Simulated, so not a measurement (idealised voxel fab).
Presented below is a process module, voxel spacer lines.
Cross-section cut spans 280 nm and uses square cells 5 nm in size.
Cross-section = grid of square cells, listed top down in bands; band = one or more rows.
Each band's line starts with the height of the band's top and of its bottom, in nm. Then come its materials from left to right, each with its width in nm. One material with "full width" fills the band from edge to edge. "blank" is empty space.
We count height from 0. Below that, the starting wafer is all one material. The lowest band never ends at the bottom but goes on down; see "z 0 and below" for how that is written.
The notation "30->40" denotes a width that varies across the rows of cells in the band, beginning at the first number in the top row, finishing at the second number in the bottom row, and changing by an identical amount from each row to the next.
No cell of the cross-section changed in a step that is given as "same as before".
"Enclosed void inventory" specifies each empty space that is not open to the top and that occupies no fewer than 8 cells, using the form width x height at distance, the distance measured from the left edge and all three quantities in nm.
Past the settings on a step's line: simulator remark, on that step.
overlay nm: for a step with a mask, the amount by which the mask lay right of where it was planned; a negative amount means left of it.

These are the steps we planned for the process:
- 1: RECEIVE, material Si
- 2: CONFORMAL_DEP, material Al2O3, thk nm 10
- 3: DIRECTIONAL_DEP, material W, thk nm 10
- 4: DIRECTIONAL_DEP, material polySi, thk nm 20
- 5: PATTERN, tone cover, mask id MANDREL, material resist, width nm 15, pitch nm 50, thk nm 25, overlay nm -15
- 6: DIRECTIONAL_ETCH, etch materials polySi, depth nm 20
- 7: STRIP, etch materials resist
- 8: CONFORMAL_DEP, material SiO2, thk nm 10
- 9: DIRECTIONAL_ETCH, etch materials SiO2, depth nm 10
- 10: STRIP, etch materials polySi
- 11: DIRECTIONAL_ETCH, etch materials W, depth nm 10
- 12: STRIP, etch materials SiO2
- 13: FILL_DEP, material lowk, thk nm 5
- 14: CMP, height nm 20
Split variable: overlay nm, step 5. Plan value = first wafer. Wafers start alike.

Step 1 complete: as-received cross-section of the first of several wafers:
- z 0 and below | Si full width
- Enclosed void inventory: none

Once step 14, the last step, is complete, the module is at its end; this is the cross-section of the first of several wafers:
- z 20 to 10 | lowk 80 nm; W 10 nm; lowk 15 nm; W 10 nm; lowk 15 nm; W 10 nm; lowk 15 nm; W 10 nm; lowk 115 nm
- z 10 to 0 | Al2O3 full width
- z 0 and below | Si full width
- Enclosed void inventory: none

End of module: cross-section, last of several wafers:
- z 20 to 10 | lowk 110 nm; W 10 nm; lowk 15 nm; W 10 nm; lowk 15 nm; W 10 nm; lowk 15 nm; W 10 nm; lowk 85 nm
- z 10 to 0 | Al2O3 full width
- z 0 and below | Si full width
- Enclosed void inventory: none

Quick key for the table: a row per wafer, taken at the end of the module. For each material it tells you how many cells the wafer gained (+) or lost (-) since it came in, and the closed voids come after:
overlay nm -15; +112 Al2O3; +16 W; +96 lowk; Enclosed void inventory: none
overlay nm -10; +112 Al2O3; +16 W; +96 lowk; Enclosed void inventory: none
overlay nm -5; +112 Al2O3; +16 W; +96 lowk; Enclosed void inventory: none
overlay nm 0; +112 Al2O3; +16 W; +96 lowk; Enclosed void inventory: none
overlay nm 5; +112 Al2O3; +16 W; +96 lowk; Enclosed void inventory: none
overlay nm 10; +112 Al2O3; +16 W; +96 lowk; Enclosed void inventory: none
overlay nm 15; +112 Al2O3; +16 W; +96 lowk; Enclosed void inventory: none
